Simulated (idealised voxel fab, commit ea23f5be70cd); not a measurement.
The document below concerns the process module designated voxel air gaps.
The figure presents cross-section cut, which has a width of 190 nm and is divided into square cells with an edge length of 5 nm.
Cross-section layout: square cells on a grid; listed as bands, top to bottom; a band spans one or more cell rows.
Per band: top height and bottom height in nm, followed by the left-to-right materials and their widths in nm; "full width" marks a single material spanning edge to edge, "blank" marks empty space.
Where do heights start? At 0: under that level the wafer as delivered is made of one material only. And the lowest band has no floor; it just carries on downward, as in "0 down".
When a width is written as two numbers, as in "30->40", the first number is the width in the top row of cells of the band and the second is the width in its bottom row, and the width changes by the same amount from each row to the next.
Basically "all unchanged" means that step didn't change any cell in the cross-section.
Reported under the label "Enclosed void entries" are the empty spaces having no open way to the top and comprising 8 cells or more; the notation for each is width x height at distance, in which the distance is measured from the left edge and all three values are in nm.
Text after the settings on a step's line: the simulator's own remark on that step.
The optional step-line setting "overlay nm" applies to steps with a mask and quantifies how far to the right of its planned location the mask lay, a negative value indicating leftward placement.
THE FOLLOWING LIST GIVES THE PLANNED PROCESS STEPS
| 1 | RECEIVE, material Si |
| 2 | CONFORMAL_DEP, material SiO2, thk nm 15 |
| 3 | CONFORMAL_DEP, material SiCN, thk nm 5 |
| 4 | DIRECTIONAL_DEP, material lowk, thk nm 35 |
| 5 | DIRECTIONAL_DEP, material aC, thk nm 15 |
| 6 | PATTERN, tone open, mask id LINES, material resist, width nm 15, pitch nm 45, thk nm 30, overlay nm 0 |
| 7 | DIRECTIONAL_ETCH, etch materials aC, depth nm 15 |
| 8 | STRIP, etch materials resist |
| 9 | DIRECTIONAL_ETCH, etch materials lowk, depth nm 35 |
| 10 | STRIP, etch materials aC |
| 11 | CONFORMAL_DEP, material TiN, thk nm 5 |
| 12 | FILL_DEP, material Cu, thk nm 10 |
| 13 | CMP, height nm 55 |
| 14 | EPI, material Ru, thk nm 10 |
| 15 | SELECTIVE_ETCH, etch materials lowk, depth nm 45 |
| 16 | CONFORMAL_DEP, material SiCN, thk nm 5 |
All wafers enter the flow in the same state. The width nm at step 6 differs from wafer to wafer, and the plan gives the value for the first wafer.
CROSS-SECTIONAL VIEW OF THE FIRST OF SEVERAL WAFERS IN THE AS-RECEIVED CONDITION, CORRESPONDING TO THE STATE FOLLOWING STEP 1
- 0 down: Si full width
- Enclosed void entries: none
ROW PER WAFER, END-OF-MODULE: CELL GAIN (+)/LOSS (-) BY MATERIAL SINCE THE WAFER CAME IN, THEN CLOSED VOIDS
width nm 15; +18 Cu; +42 Ru; +154 SiCN; +114 SiO2; +45 TiN; Enclosed void entries: 20 x 25 at 60; 20 x 25 at 105
width nm 20; +36 Cu; +48 Ru; +146 SiCN; +114 SiO2; +48 TiN; Enclosed void entries: 15 x 25 at 65; 15 x 25 at 110
width nm 25; +54 Cu; +54 Ru; +102 SiCN; +114 SiO2; +51 TiN; +56 lowk; Enclosed void entries: none
width nm 30; +72 Cu; +56 Ru; +102 SiCN; +114 SiO2; +54 TiN; +42 lowk; Enclosed void entries: none
